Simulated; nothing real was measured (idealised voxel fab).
Process module in this document: voxel capacitor over wiring
Section cut is 185 nm wide and gridded with 5 nm square cells.
In what follows, cross-sections appear as grids of square cells, described through bands that run from the top down, where every band is one or more rows of cells. What a band's entry tells you: where the top is and where the bottom is, as heights in nm, and after that what lies inside, material by material from left to right, each with its width in nm. Empty space is written as the word "blank", and a single material marked with the word "all across" occupies the band from edge to edge. Height 0 is the level under which the wafer as received is all one material. The lowest band goes on downwards, as in "0..down". Top row gets the first number, bottom row gets the second, and each row in between changes by the same step: that is how a band width like "30->40" works. Any step labelled "nothing got changed" changed none of the cells in the cross-section. Under "Completely enclosed voids" you'll find the enclosed gaps, the ones with no way out to the top, that are 8 cells or bigger; each reads width x height at distance, with distance counted from the left edge, everything in nm. That trailing text on a step's line, after the settings, is the simulator's own remark on the step. The setting "overlay nm" may be written on the line of a step. When the step uses a mask, the value reports how far to the right of the planned place the mask lay, and a negative value reports that it lay to the left.

# So here's the lineup of process steps we planned
1) RECEIVE,material Si
2) CONFORMAL_DEP,material SiO2,thk nm 10
3) DIRECTIONAL_DEP,material TiN,thk nm 5
4) DIRECTIONAL_DEP,material Ru,thk nm 15
5) PATTERN,tone cover,mask id METAL_1,material resist,width nm 20,pitch nm 80,thk nm 15,overlay nm 0
6) DIRECTIONAL_ETCH,etch materials Ru,depth nm 15
7) DIRECTIONAL_ETCH,etch materials TiN,depth nm 5
8) STRIP,etch materials resist
9) FILL_DEP,material lowk,thk nm 10
10) CMP,height nm 30
11) CONFORMAL_DEP,material SiCN,thk nm 5
12) DIRECTIONAL_DEP,material SiO2,thk nm 10
13) DIRECTIONAL_DEP,material aC,thk nm 10
14) PATTERN,tone open,mask id PLUG_1,material resist,width nm 15,thk nm 30,overlay nm 0
15) DIRECTIONAL_ETCH,etch materials aC,depth nm 10
16) STRIP,etch materials resist
17) DIRECTIONAL_ETCH,etch materials SiO2,depth nm 10
18) DIRECTIONAL_ETCH,etch materials SiCN,depth nm 5
19) STRIP,etch materials aC
20) EPI,material Ru,thk nm 10
21) EPI,material Ru,thk nm 5
22) DIRECTIONAL_DEP,material TiN,thk nm 5
23) DIRECTIONAL_DEP,material SiN,thk nm 5
24) DIRECTIONAL_DEP,material TiN,thk nm 10
25) DIRECTIONAL_DEP,material aC,thk nm 15
26) PATTERN,tone cover,mask id UPPER_PLATE,material resist,width nm 65,thk nm 30,overlay nm 0
27) DIRECTIONAL_ETCH,etch materials aC,depth nm 15
28) STRIP,etch materials resist
29) DIRECTIONAL_ETCH,etch materials TiN,depth nm 10
30) DIRECTIONAL_ETCH,etch materials SiN,depth nm 5
31) STRIP,etch materials aC
32) PATTERN,tone cover,mask id LOWER_PLATE,material resist,width nm 75,thk nm 15,overlay nm 0
33) DIRECTIONAL_ETCH,etch materials TiN,depth nm 5
34) STRIP,etch materials resist
35) FILL_DEP,material SiO2,thk nm 20
36) CMP,height nm 80
37) PATTERN,tone open,mask id PLUG_2,material resist,width nm 15,thk nm 15,overlay nm 0
38) DIRECTIONAL_ETCH,etch materials SiO2,depth nm 15
39) STRIP,etch materials resist
40) CONFORMAL_DEP,material TiN,thk nm 5
41) FILL_DEP,material W,thk nm 5
42) CMP,height nm 80
43) CONFORMAL_DEP,material SiN,thk nm 5

# As-received wafer cross-section (after step 1)
- 0..down  Si all across
- Completely enclosed voids: none

# First of two wafers: cross-section at end of module, run per plan
- 85..80  SiN all across
- 80..70  55 of SiO2 / 5 of TiN / 5 of W / 5 of TiN / 115 of SiO2
- 70..65  55 of SiO2 / 15 of TiN / 115 of SiO2
- 65..55  45 of SiO2 / 65 of TiN / 75 of SiO2
- 55..50  45 of SiO2 / 65 of SiN / 75 of SiO2
- 50..45  40 of SiO2 / 75 of TiN / 70 of SiO2
- 45..35  45 of SiO2 / 15 of Ru / 125 of SiO2
- 35..30  45 of SiCN / 15 of Ru / 125 of SiCN
- 30..15  40 of lowk / 20 of Ru / 60 of lowk / 20 of Ru / 45 of lowk
- 15..10  40 of lowk / 20 of TiN / 60 of lowk / 20 of TiN / 45 of lowk
- 10..0  SiO2 all across
- 0..down  Si all across
- Completely enclosed voids: none

# Here is the second of the two wafers cut open at the end of the module - same start, same plan as the first one, but we made one mistake running it
- 85..80  SiN all across
- 80..75  55 of SiO2 / 15 of TiN / 115 of SiO2
- 75..65  45 of SiO2 / 25 of TiN / 115 of SiO2
- 65..60  45 of SiO2 / 25 of SiN / 40 of TiN / 75 of SiO2
- 60..55  40 of SiO2 / 70 of TiN / 75 of SiO2
- 55..50  35 of SiO2 / 35 of Ru / 40 of SiN / 75 of SiO2
- 50..45  35 of SiO2 / 35 of Ru / 45 of TiN / 70 of SiO2
- 45..35  45 of SiO2 / 15 of Ru / 125 of SiO2
- 35..30  45 of SiCN / 15 of Ru / 125 of SiCN
- 30..15  40 of lowk / 20 of Ru / 60 of lowk / 20 of Ru / 45 of lowk
- 15..10  40 of lowk / 20 of TiN / 60 of lowk / 20 of TiN / 45 of lowk
- 10..0  SiO2 all across
- 0..down  Si all across
- Completely enclosed voids: none
Here's what went sideways: plan step 20 was twice executed
Cell-count delta at end, second wafer over first, by material: Ru: 14 more; SiO2: 8 fewer; TiN: 4 fewer; W: 2 fewer
